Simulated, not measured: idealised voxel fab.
process module | voxel air gaps
cross-section cut | 300 nm wide | cells 5 nm
A cross-section is a grid of square cells, given in bands from the top down. A band is one or more rows of cells.
Each band's line starts with the height of the band's top and of its bottom, in nm. Then come its materials from left to right, each with its width in nm. One material with "throughout" fills the band from edge to edge. "air" is empty space.
Height 0 is the level under which the wafer as received is all one material. The lowest band goes on downwards, as in "0 down".
A width such as "30 to 40" changes by the same amount from each row of cells to the next, from the band's top row to its bottom row.
"no change" after a step means that no cell of the cross-section changed.
closed voids: empty space of 8 cells or more with no open way to the top, each as width x height at its distance from the left edge, in nm
after a step's settings: what the simulator itself notes on the step
overlay nm, on a step with a mask: how far to the right of its planned place the mask lay; to the left if negative
Each pair below shows a cross-section before one step and the cross-section after it, down to the lowest band that changed. The line under each pair gives the step between them, with its settings. The pairs can come from different runs of this module on the same starting wafer, so a pair continues from the pair above only where its "before" says so.
before
  0 down: Si throughout
  closed voids: none
after
  10 to 0: SiO2 throughout
  below 0: unchanged
  closed voids: none
the step between: op CONFORMAL_DEP | material SiO2 | thk nm 10
before: the cross-section after the pair above
after
  15 to 10: SiN throughout
  below 10: unchanged
  closed voids: none
the step between: op CONFORMAL_DEP | material SiN | thk nm 5
before: the cross-section after the pair above
after
  55 to 15: lowk throughout
  below 15: unchanged
  closed voids: none
the step between: op DIRECTIONAL_DEP | material lowk | thk nm 40
before: the cross-section after the pair above
after
  55 to 15: lowk 95 | air 15 | lowk 30 | air 15 | lowk 30 | air 15 | lowk 100
  below 15: unchanged
  closed voids: none
the step between: op MASKED_ETCH | tone open | mask id LINES | width nm 15 | pitch nm 45 | etch materials lowk | depth nm 40 | overlay nm 0
before: the cross-section after the pair above
after
  60 to 55: TiN 100 | air 5 | TiN 40 | air 5 | TiN 40 | air 5 | TiN 105
  55 to 20: lowk 95 | TiN 5 | air 5 | TiN 5 | lowk 30 | TiN 5 | air 5 | TiN 5 | lowk 30 | TiN 5 | air 5 | TiN 5 | lowk 100
  20 to 15: lowk 95 | TiN 15 | lowk 30 | TiN 15 | lowk 30 | TiN 15 | lowk 100
  below 15: unchanged
  closed voids: none
the step between: op CONFORMAL_DEP | material TiN | thk nm 5
before: the cross-section after the pair above
after
  70 to 60: Ru throughout
  60 to 55: TiN 100 | Ru 5 | TiN 40 | Ru 5 | TiN 40 | Ru 5 | TiN 105
  55 to 20: lowk 95 | TiN 5 | Ru 5 | TiN 5 | lowk 30 | TiN 5 | Ru 5 | TiN 5 | lowk 30 | TiN 5 | Ru 5 | TiN 5 | lowk 100
  below 20: unchanged
  closed voids: none
the step between: op FILL_DEP | material Ru | thk nm 10
before: the cross-section after the pair above
after
  55 to 20: lowk 95 | TiN 5 | Ru 5 | TiN 5 | lowk 30 | TiN 5 | Ru 5 | TiN 5 | lowk 30 | TiN 5 | Ru 5 | TiN 5 | lowk 100
  below 20: unchanged
  closed voids: none
the step between: op CMP | height nm 55
before: the cross-section after the pair above
after
  65 to 55: air 85 | Ru 35 | air 10 | Ru 35 | air 10 | Ru 35 | air 90
  below 55: unchanged
  closed voids: none
the step between: op EPI | material Ru | thk nm 10
before: the cross-section after the pair above
after
  65 to 55: air 85 | Ru 35 | air 10 | Ru 35 | air 10 | Ru 35 | air 90
  55 to 20: air 95 | TiN 5 | Ru 5 | TiN 5 | air 30 | TiN 5 | Ru 5 | TiN 5 | air 30 | TiN 5 | Ru 5 | TiN 5 | air 100
  20 to 15: air 95 | TiN 15 | air 30 | TiN 15 | air 30 | TiN 15 | air 100
  below 15: unchanged
  closed voids: none
the step between: op SELECTIVE_ETCH | etch materials lowk | depth nm 50
before: the cross-section after the pair above
after
  70 to 65: air 80 | SiN 135 | air 85
  65 to 55: air 80 | SiN 5 | Ru 35 | SiN 10 | Ru 35 | SiN 10 | Ru 35 | SiN 5 | air 85
  55 to 50: air 80 | SiN 15 | TiN 5 | Ru 5 | TiN 5 | SiN 30 | TiN 5 | Ru 5 | TiN 5 | SiN 30 | TiN 5 | Ru 5 | TiN 5 | SiN 15 | air 85
  50 to 20: air 90 | SiN 5 | TiN 5 | Ru 5 | TiN 5 | SiN 5 | air 20 | SiN 5 | TiN 5 | Ru 5 | TiN 5 | SiN 5 | air 20 | SiN 5 | TiN 5 | Ru 5 | TiN 5 | SiN 5 | air 95
  20 to 15: SiN 95 | TiN 15 | SiN 30 | TiN 15 | SiN 30 | TiN 15 | SiN 100
  below 15: unchanged
  closed voids: 20 x 30 at 115; 20 x 30 at 160
the step between: op CONFORMAL_DEP | material SiN | thk nm 5
before
  10 to 0: SiO2 throughout
  0 down: Si throughout
  closed voids: none
after
  50 to 10: lowk throughout
  below 10: unchanged
  closed voids: none
the step between: op DIRECTIONAL_DEP | material lowk | thk nm 40
before: the cross-section after the pair above
after
  50 to 10: lowk 95 | air 15 | lowk 30 | air 15 | lowk 30 | air 15 | lowk 100
  below 10: unchanged
  closed voids: none
the step between: op MASKED_ETCH | tone open | mask id LINES | width nm 15 | pitch nm 45 | etch materials lowk | depth nm 40 | overlay nm 0
before: the cross-section after the pair above
after
  55 to 50: TiN 100 | air 5 | TiN 40 | air 5 | TiN 40 | air 5 | TiN 105
  50 to 15: lowk 95 | TiN 5 | air 5 | TiN 5 | lowk 30 | TiN 5 | air 5 | TiN 5 | lowk 30 | TiN 5 | air 5 | TiN 5 | lowk 100
  15 to 10: lowk 95 | TiN 15 | lowk 30 | TiN 15 | lowk 30 | TiN 15 | lowk 100
  below 10: unchanged
  closed voids: none
the step between: op CONFORMAL_DEP | material TiN | thk nm 5
before: the cross-section after the pair above
after
  65 to 55: Ru throughout
  55 to 50: TiN 100 | Ru 5 | TiN 40 | Ru 5 | TiN 40 | Ru 5 | TiN 105
  50 to 15: lowk 95 | TiN 5 | Ru 5 | TiN 5 | lowk 30 | TiN 5 | Ru 5 | TiN 5 | lowk 30 | TiN 5 | Ru 5 | TiN 5 | lowk 100
  below 15: unchanged
  closed voids: none
the step between: op FILL_DEP | material Ru | thk nm 10
before: the cross-section after the pair above
after
  55 to 50: TiN 100 | Ru 5 | TiN 40 | Ru 5 | TiN 40 | Ru 5 | TiN 105
  below 50: unchanged
  closed voids: none
the step between: op CMP | height nm 55
before: the cross-section after the pair above
after
  65 to 55: Ru throughout
  below 55: unchanged
  closed voids: none
the step between: op EPI | material Ru | thk nm 10
before: the cross-section after the pair above
after
  70 to 65: SiN throughout
  below 65: unchanged
  closed voids: none
the step between: op CONFORMAL_DEP | material SiN | thk nm 5
before
  65 to 55: air 85 | Ru 35 | air 10 | Ru 35 | air 10 | Ru 35 | air 90
  55 to 20: lowk 95 | TiN 5 | Ru 5 | TiN 5 | lowk 30 | TiN 5 | Ru 5 | TiN 5 | lowk 30 | TiN 5 | Ru 5 | TiN 5 | lowk 100
  20 to 15: lowk 95 | TiN 15 | lowk 30 | TiN 15 | lowk 30 | TiN 15 | lowk 100
  15 to 10: SiN throughout
  10 to 0: SiO2 throughout
  0 down: Si throughout
  closed voids: none
after
  75 to 55: air 75 | Ru 145 | air 80
  below 55: unchanged
  closed voids: none
the step between: op EPI | material Ru | thk nm 10
before: the cross-section after the pair above
after
  75 to 55: air 75 | Ru 145 | air 80
  55 to 20: air 95 | TiN 5 | Ru 5 | TiN 5 | lowk 30 | TiN 5 | Ru 5 | TiN 5 | lowk 30 | TiN 5 | Ru 5 | TiN 5 | air 100
  20 to 15: air 95 | TiN 15 | lowk 30 | TiN 15 | lowk 30 | TiN 15 | air 100
  below 15: unchanged
  closed voids: none
the step between: op SELECTIVE_ETCH | etch materials lowk | depth nm 50
before: the cross-section after the pair above
after
  80 to 75: air 70 | SiN 155 | air 75
  75 to 55: air 70 | SiN 5 | Ru 145 | SiN 5 | air 75
  55 to 50: air 70 | SiN 25 | TiN 5 | Ru 5 | TiN 5 | lowk 30 | TiN 5 | Ru 5 | TiN 5 | lowk 30 | TiN 5 | Ru 5 | TiN 5 | SiN 25 | air 75
  50 to 20: air 90 | SiN 5 | TiN 5 | Ru 5 | TiN 5 | lowk 30 | TiN 5 | Ru 5 | TiN 5 | lowk 30 | TiN 5 | Ru 5 | TiN 5 | SiN 5 | air 95
  20 to 15: SiN 95 | TiN 15 | lowk 30 | TiN 15 | lowk 30 | TiN 15 | SiN 100
  below 15: unchanged
  closed voids: none
the step between: op CONFORMAL_DEP | material SiN | thk nm 5
before
  0 down: Si throughout
  closed voids: none
after
  5 to 0: SiN throughout
  below 0: unchanged
  closed voids: none
the step between: op CONFORMAL_DEP | material SiN | thk nm 5
before: the cross-section after the pair above
after
  15 to 5: SiO2 throughout
  below 5: unchanged
  closed voids: none
the step between: op CONFORMAL_DEP | material SiO2 | thk nm 10
before: the cross-section after the pair above
after
  55 to 15: lowk throughout
  below 15: unchanged
  closed voids: none
the step between: op DIRECTIONAL_DEP | material lowk | thk nm 40
before: the cross-section after the pair above
after
  55 to 15: lowk 95 | air 15 | lowk 30 | air 15 | lowk 30 | air 15 | lowk 100
  below 15: unchanged
  closed voids: none
the step between: op MASKED_ETCH | tone open | mask id LINES | width nm 15 | pitch nm 45 | etch materials lowk | depth nm 40 | overlay nm 0
before: the cross-section after the pair above
after
  60 to 55: TiN 100 | air 5 | TiN 40 | air 5 | TiN 40 | air 5 | TiN 105
  55 to 20: lowk 95 | TiN 5 | air 5 | TiN 5 | lowk 30 | TiN 5 | air 5 | TiN 5 | lowk 30 | TiN 5 | air 5 | TiN 5 | lowk 100
  20 to 15: lowk 95 | TiN 15 | lowk 30 | TiN 15 | lowk 30 | TiN 15 | lowk 100
  below 15: unchanged
  closed voids: none
the step between: op CONFORMAL_DEP | material TiN | thk nm 5
before: the cross-section after the pair above
after
  70 to 60: Ru throughout
  60 to 55: TiN 100 | Ru 5 | TiN 40 | Ru 5 | TiN 40 | Ru 5 | TiN 105
  55 to 20: lowk 95 | TiN 5 | Ru 5 | TiN 5 | lowk 30 | TiN 5 | Ru 5 | TiN 5 | lowk 30 | TiN 5 | Ru 5 | TiN 5 | lowk 100
  below 20: unchanged
  closed voids: none
the step between: op FILL_DEP | material Ru | thk nm 10
before: the cross-section after the pair above
after
  55 to 20: lowk 95 | TiN 5 | Ru 5 | TiN 5 | lowk 30 | TiN 5 | Ru 5 | TiN 5 | lowk 30 | TiN 5 | Ru 5 | TiN 5 | lowk 100
  below 20: unchanged
  closed voids: none
the step between: op CMP | height nm 55
before: the cross-section after the pair above
after
  65 to 55: air 85 | Ru 35 | air 10 | Ru 35 | air 10 | Ru 35 | air 90
  below 55: unchanged
  closed voids: none
the step between: op EPI | material Ru | thk nm 10
before: the cross-section after the pair above
after
  65 to 55: air 85 | Ru 35 | air 10 | Ru 35 | air 10 | Ru 35 | air 90
  55 to 20: air 95 | TiN 5 | Ru 5 | TiN 5 | air 30 | TiN 5 | Ru 5 | TiN 5 | air 30 | TiN 5 | Ru 5 | TiN 5 | air 100
  20 to 15: air 95 | TiN 15 | air 30 | TiN 15 | air 30 | TiN 15 | air 100
  below 15: unchanged
  closed voids: none
the step between: op SELECTIVE_ETCH | etch materials lowk | depth nm 50
before: the cross-section after the pair above
after
  70 to 65: air 80 | SiN 135 | air 85
  65 to 55: air 80 | SiN 5 | Ru 35 | SiN 10 | Ru 35 | SiN 10 | Ru 35 | SiN 5 | air 85
  55 to 50: air 80 | SiN 15 | TiN 5 | Ru 5 | TiN 5 | SiN 30 | TiN 5 | Ru 5 | TiN 5 | SiN 30 | TiN 5 | Ru 5 | TiN 5 | SiN 15 | air 85
  50 to 20: air 90 | SiN 5 | TiN 5 | Ru 5 | TiN 5 | SiN 5 | air 20 | SiN 5 | TiN 5 | Ru 5 | TiN 5 | SiN 5 | air 20 | SiN 5 | TiN 5 | Ru 5 | TiN 5 | SiN 5 | air 95
  20 to 15: SiN 95 | TiN 15 | SiN 30 | TiN 15 | SiN 30 | TiN 15 | SiN 100
  below 15: unchanged
  closed voids: 20 x 30 at 115; 20 x 30 at 160
the step between: op CONFORMAL_DEP | material SiN | thk nm 5
before
  70 to 60: Ru throughout
  60 to 55: TiN 100 | Ru 5 | TiN 40 | Ru 5 | TiN 40 | Ru 5 | TiN 105
  55 to 20: lowk 95 | TiN 5 | Ru 5 | TiN 5 | lowk 30 | TiN 5 | Ru 5 | TiN 5 | lowk 30 | TiN 5 | Ru 5 | TiN 5 | lowk 100
  20 to 15: lowk 95 | TiN 15 | lowk 30 | TiN 15 | lowk 30 | TiN 15 | lowk 100
  15 to 10: SiN throughout
  10 to 0: SiO2 throughout
  0 down: Si throughout
  closed voids: none
after
  60 to 55: TiN 100 | Ru 5 | TiN 40 | Ru 5 | TiN 40 | Ru 5 | TiN 105
  below 55: unchanged
  closed voids: none
the step between: op CMP | height nm 60
before: the cross-section after the pair above
after
  70 to 60: Ru throughout
  below 60: unchanged
  closed voids: none
the step between: op EPI | material Ru | thk nm 10
before: the cross-section after the pair above
after
  75 to 70: SiN throughout
  below 70: unchanged
  closed voids: none
the step between: op CONFORMAL_DEP | material SiN | thk nm 5
before
  55 to 15: lowk throughout
  15 to 10: SiN throughout
  10 to 0: SiO2 throughout
  0 down: Si throughout
  closed voids: none
after
  55 to 15: lowk 95 | air 20 | lowk 25 | air 20 | lowk 25 | air 20 | lowk 95
  below 15: unchanged
  closed voids: none
the step between: op MASKED_ETCH | tone open | mask id LINES | width nm 20 | pitch nm 45 | etch materials lowk | depth nm 40 | overlay nm 0
before: the cross-section after the pair above
after
  60 to 55: TiN 100 | air 10 | TiN 35 | air 10 | TiN 35 | air 10 | TiN 100
  55 to 20: lowk 95 | TiN 5 | air 10 | TiN 5 | lowk 25 | TiN 5 | air 10 | TiN 5 | lowk 25 | TiN 5 | air 10 | TiN 5 | lowk 95
  20 to 15: lowk 95 | TiN 20 | lowk 25 | TiN 20 | lowk 25 | TiN 20 | lowk 95
  below 15: unchanged
  closed voids: none
the step between: op CONFORMAL_DEP | material TiN | thk nm 5
before: the cross-section after the pair above
after
  70 to 60: Ru throughout
  60 to 55: TiN 100 | Ru 10 | TiN 35 | Ru 10 | TiN 35 | Ru 10 | TiN 100
  55 to 20: lowk 95 | TiN 5 | Ru 10 | TiN 5 | lowk 25 | TiN 5 | Ru 10 | TiN 5 | lowk 25 | TiN 5 | Ru 10 | TiN 5 | lowk 95
  below 20: unchanged
  closed voids: none
the step between: op FILL_DEP | material Ru | thk nm 10
before: the cross-section after the pair above
after
  55 to 20: lowk 95 | TiN 5 | Ru 10 | TiN 5 | lowk 25 | TiN 5 | Ru 10 | TiN 5 | lowk 25 | TiN 5 | Ru 10 | TiN 5 | lowk 95
  below 20: unchanged
  closed voids: none
the step between: op CMP | height nm 55
before: the cross-section after the pair above
after
  65 to 55: air 85 | Ru 40 | air 5 | Ru 40 | air 5 | Ru 40 | air 85
  below 55: unchanged
  closed voids: none
the step between: op EPI | material Ru | thk nm 10
before: the cross-section after the pair above
after
  65 to 55: air 85 | Ru 40 | air 5 | Ru 40 | air 5 | Ru 40 | air 85
  55 to 20: air 95 | TiN 5 | Ru 10 | TiN 5 | air 25 | TiN 5 | Ru 10 | TiN 5 | air 25 | TiN 5 | Ru 10 | TiN 5 | air 95
  20 to 15: air 95 | TiN 20 | air 25 | TiN 20 | air 25 | TiN 20 | air 95
  below 15: unchanged
  closed voids: none
the step between: op SELECTIVE_ETCH | etch materials lowk | depth nm 50
before: the cross-section after the pair above
after
  70 to 65: air 80 | SiN 140 | air 80
  65 to 55: air 80 | SiN 5 | Ru 40 | SiN 5 | Ru 40 | SiN 5 | Ru 40 | SiN 5 | air 80
  55 to 50: air 80 | SiN 15 | TiN 5 | Ru 10 | TiN 5 | SiN 25 | TiN 5 | Ru 10 | TiN 5 | SiN 25 | TiN 5 | Ru 10 | TiN 5 | SiN 15 | air 80
  50 to 20: air 90 | SiN 5 | TiN 5 | Ru 10 | TiN 5 | SiN 5 | air 15 | SiN 5 | TiN 5 | Ru 10 | TiN 5 | SiN 5 | air 15 | SiN 5 | TiN 5 | Ru 10 | TiN 5 | SiN 5 | air 90
  20 to 15: SiN 95 | TiN 20 | SiN 25 | TiN 20 | SiN 25 | TiN 20 | SiN 95
  below 15: unchanged
  closed voids: 15 x 30 at 120; 15 x 30 at 165
the step between: op CONFORMAL_DEP | material SiN | thk nm 5
before
  55 to 15: lowk throughout
  15 to 10: SiN throughout
  10 to 0: SiO2 throughout
  0 down: Si throughout
  closed voids: none
after
  55 to 15: lowk 90 | air 15 | lowk 30 | air 15 | lowk 30 | air 15 | lowk 105
  below 15: unchanged
  closed voids: none
the step between: op MASKED_ETCH | tone open | mask id LINES | width nm 15 | pitch nm 45 | etch materials lowk | depth nm 40 | overlay nm -5
before: the cross-section after the pair above
after
  60 to 55: TiN 95 | air 5 | TiN 40 | air 5 | TiN 40 | air 5 | TiN 110
  55 to 20: lowk 90 | TiN 5 | air 5 | TiN 5 | lowk 30 | TiN 5 | air 5 | TiN 5 | lowk 30 | TiN 5 | air 5 | TiN 5 | lowk 105
  20 to 15: lowk 90 | TiN 15 | lowk 30 | TiN 15 | lowk 30 | TiN 15 | lowk 105
  below 15: unchanged
  closed voids: none
the step between: op CONFORMAL_DEP | material TiN | thk nm 5
before: the cross-section after the pair above
after
  70 to 60: Ru throughout
  60 to 55: TiN 95 | Ru 5 | TiN 40 | Ru 5 | TiN 40 | Ru 5 | TiN 110
  55 to 20: lowk 90 | TiN 5 | Ru 5 | TiN 5 | lowk 30 | TiN 5 | Ru 5 | TiN 5 | lowk 30 | TiN 5 | Ru 5 | TiN 5 | lowk 105
  below 20: unchanged
  closed voids: none
the step between: op FILL_DEP | material Ru | thk nm 10
before: the cross-section after the pair above
after
  55 to 20: lowk 90 | TiN 5 | Ru 5 | TiN 5 | lowk 30 | TiN 5 | Ru 5 | TiN 5 | lowk 30 | TiN 5 | Ru 5 | TiN 5 | lowk 105
  below 20: unchanged
  closed voids: none
the step between: op CMP | height nm 55
before: the cross-section after the pair above
after
  65 to 55: air 80 | Ru 35 | air 10 | Ru 35 | air 10 | Ru 35 | air 95
  below 55: unchanged
  closed voids: none
the step between: op EPI | material Ru | thk nm 10
before: the cross-section after the pair above
after
  65 to 55: air 80 | Ru 35 | air 10 | Ru 35 | air 10 | Ru 35 | air 95
  55 to 20: air 90 | TiN 5 | Ru 5 | TiN 5 | air 30 | TiN 5 | Ru 5 | TiN 5 | air 30 | TiN 5 | Ru 5 | TiN 5 | air 105
  20 to 15: air 90 | TiN 15 | air 30 | TiN 15 | air 30 | TiN 15 | air 105
  below 15: unchanged
  closed voids: none
the step between: op SELECTIVE_ETCH | etch materials lowk | depth nm 50
before: the cross-section after the pair above
after
  70 to 65: air 75 | SiN 135 | air 90
  65 to 55: air 75 | SiN 5 | Ru 35 | SiN 10 | Ru 35 | SiN 10 | Ru 35 | SiN 5 | air 90
  55 to 50: air 75 | SiN 15 | TiN 5 | Ru 5 | TiN 5 | SiN 30 | TiN 5 | Ru 5 | TiN 5 | SiN 30 | TiN 5 | Ru 5 | TiN 5 | SiN 15 | air 90
  50 to 20: air 85 | SiN 5 | TiN 5 | Ru 5 | TiN 5 | SiN 5 | air 20 | SiN 5 | TiN 5 | Ru 5 | TiN 5 | SiN 5 | air 20 | SiN 5 | TiN 5 | Ru 5 | TiN 5 | SiN 5 | air 100
  20 to 15: SiN 90 | TiN 15 | SiN 30 | TiN 15 | SiN 30 | TiN 15 | SiN 105
  below 15: unchanged
  closed voids: 20 x 30 at 110; 20 x 30 at 155
the step between: op CONFORMAL_DEP | material SiN | thk nm 5
before
  0 down: Si throughout
  closed voids: none
after
  10 to 0: TiN throughout
  below 0: unchanged
  closed voids: none
the step between: op CONFORMAL_DEP | material TiN | thk nm 10
before: the cross-section after the pair above
after
  15 to 10: SiN throughout
  below 10: unchanged
  closed voids: none
the step between: op CONFORMAL_DEP | material SiN | thk nm 5
before: the cross-section after the pair above
after
  55 to 15: lowk throughout
  below 15: unchanged
  closed voids: none
the step between: op DIRECTIONAL_DEP | material lowk | thk nm 40
before: the cross-section after the pair above
after
  55 to 15: lowk 95 | air 15 | lowk 30 | air 15 | lowk 30 | air 15 | lowk 100
  below 15: unchanged
  closed voids: none
the step between: op MASKED_ETCH | tone open | mask id LINES | width nm 15 | pitch nm 45 | etch materials lowk | depth nm 40 | overlay nm 0
before: the cross-section after the pair above
after
  60 to 55: TiN 100 | air 5 | TiN 40 | air 5 | TiN 40 | air 5 | TiN 105
  55 to 20: lowk 95 | TiN 5 | air 5 | TiN 5 | lowk 30 | TiN 5 | air 5 | TiN 5 | lowk 30 | TiN 5 | air 5 | TiN 5 | lowk 100
  20 to 15: lowk 95 | TiN 15 | lowk 30 | TiN 15 | lowk 30 | TiN 15 | lowk 100
  below 15: unchanged
  closed voids: none
the step between: op CONFORMAL_DEP | material TiN | thk nm 5
before: the cross-section after the pair above
after
  70 to 60: Ru throughout
  60 to 55: TiN 100 | Ru 5 | TiN 40 | Ru 5 | TiN 40 | Ru 5 | TiN 105
  55 to 20: lowk 95 | TiN 5 | Ru 5 | TiN 5 | lowk 30 | TiN 5 | Ru 5 | TiN 5 | lowk 30 | TiN 5 | Ru 5 | TiN 5 | lowk 100
  below 20: unchanged
  closed voids: none
the step between: op FILL_DEP | material Ru | thk nm 10
before: the cross-section after the pair above
after
  55 to 20: lowk 95 | TiN 5 | Ru 5 | TiN 5 | lowk 30 | TiN 5 | Ru 5 | TiN 5 | lowk 30 | TiN 5 | Ru 5 | TiN 5 | lowk 100
  below 20: unchanged
  closed voids: none
the step between: op CMP | height nm 55
before: the cross-section after the pair above
after
  65 to 55: air 85 | Ru 35 | air 10 | Ru 35 | air 10 | Ru 35 | air 90
  below 55: unchanged
  closed voids: none
the step between: op EPI | material Ru | thk nm 10
before: the cross-section after the pair above
after
  65 to 55: air 85 | Ru 35 | air 10 | Ru 35 | air 10 | Ru 35 | air 90
  55 to 20: air 95 | TiN 5 | Ru 5 | TiN 5 | air 30 | TiN 5 | Ru 5 | TiN 5 | air 30 | TiN 5 | Ru 5 | TiN 5 | air 100
  20 to 15: air 95 | TiN 15 | air 30 | TiN 15 | air 30 | TiN 15 | air 100
  below 15: unchanged
  closed voids: none
the step between: op SELECTIVE_ETCH | etch materials lowk | depth nm 50
before: the cross-section after the pair above
after
  70 to 65: air 80 | SiN 135 | air 85
  65 to 55: air 80 | SiN 5 | Ru 35 | SiN 10 | Ru 35 | SiN 10 | Ru 35 | SiN 5 | air 85
  55 to 50: air 80 | SiN 15 | TiN 5 | Ru 5 | TiN 5 | SiN 30 | TiN 5 | Ru 5 | TiN 5 | SiN 30 | TiN 5 | Ru 5 | TiN 5 | SiN 15 | air 85
  50 to 20: air 90 | SiN 5 | TiN 5 | Ru 5 | TiN 5 | SiN 5 | air 20 | SiN 5 | TiN 5 | Ru 5 | TiN 5 | SiN 5 | air 20 | SiN 5 | TiN 5 | Ru 5 | TiN 5 | SiN 5 | air 95
  20 to 15: SiN 95 | TiN 15 | SiN 30 | TiN 15 | SiN 30 | TiN 15 | SiN 100
  below 15: unchanged
  closed voids: 20 x 30 at 115; 20 x 30 at 160
the step between: op CONFORMAL_DEP | material SiN | thk nm 5
before
  55 to 15: lowk throughout
  15 to 10: SiN throughout
  10 to 0: SiO2 throughout
  0 down: Si throughout
  closed voids: none
after
  55 to 15: air 95 | lowk 15 | air 30 | lowk 15 | air 30 | lowk 15 | air 100
  below 15: unchanged
  closed voids: none
the step between: op MASKED_ETCH | tone cover | mask id LINES | width nm 15 | pitch nm 45 | etch materials lowk | depth nm 40 | overlay nm 0
before: the cross-section after the pair above
after
  60 to 55: air 90 | TiN 25 | air 20 | TiN 25 | air 20 | TiN 25 | air 95
  55 to 20: air 90 | TiN 5 | lowk 15 | TiN 5 | air 20 | TiN 5 | lowk 15 | TiN 5 | air 20 | TiN 5 | lowk 15 | TiN 5 | air 95
  20 to 15: TiN 95 | lowk 15 | TiN 30 | lowk 15 | TiN 30 | lowk 15 | TiN 100
  below 15: unchanged
  closed voids: none
the step between: op CONFORMAL_DEP | material TiN | thk nm 5
before: the cross-section after the pair above
after
  70 to 60: Ru throughout
  60 to 55: Ru 90 | TiN 25 | Ru 20 | TiN 25 | Ru 20 | TiN 25 | Ru 95
  55 to 20: Ru 90 | TiN 5 | lowk 15 | TiN 5 | Ru 20 | TiN 5 | lowk 15 | TiN 5 | Ru 20 | TiN 5 | lowk 15 | TiN 5 | Ru 95
  below 20: unchanged
  closed voids: none
the step between: op FILL_DEP | material Ru | thk nm 10
before: the cross-section after the pair above
after
  55 to 20: Ru 90 | TiN 5 | lowk 15 | TiN 5 | Ru 20 | TiN 5 | lowk 15 | TiN 5 | Ru 20 | TiN 5 | lowk 15 | TiN 5 | Ru 95
  below 20: unchanged
  closed voids: none
the step between: op CMP | height nm 55
before: the cross-section after the pair above
after
  65 to 55: Ru throughout
  below 55: unchanged
  closed voids: none
the step between: op EPI | material Ru | thk nm 10
before: the cross-section after the pair above
after
  70 to 65: SiN throughout
  below 65: unchanged
  closed voids: none
the step between: op CONFORMAL_DEP | material SiN | thk nm 5
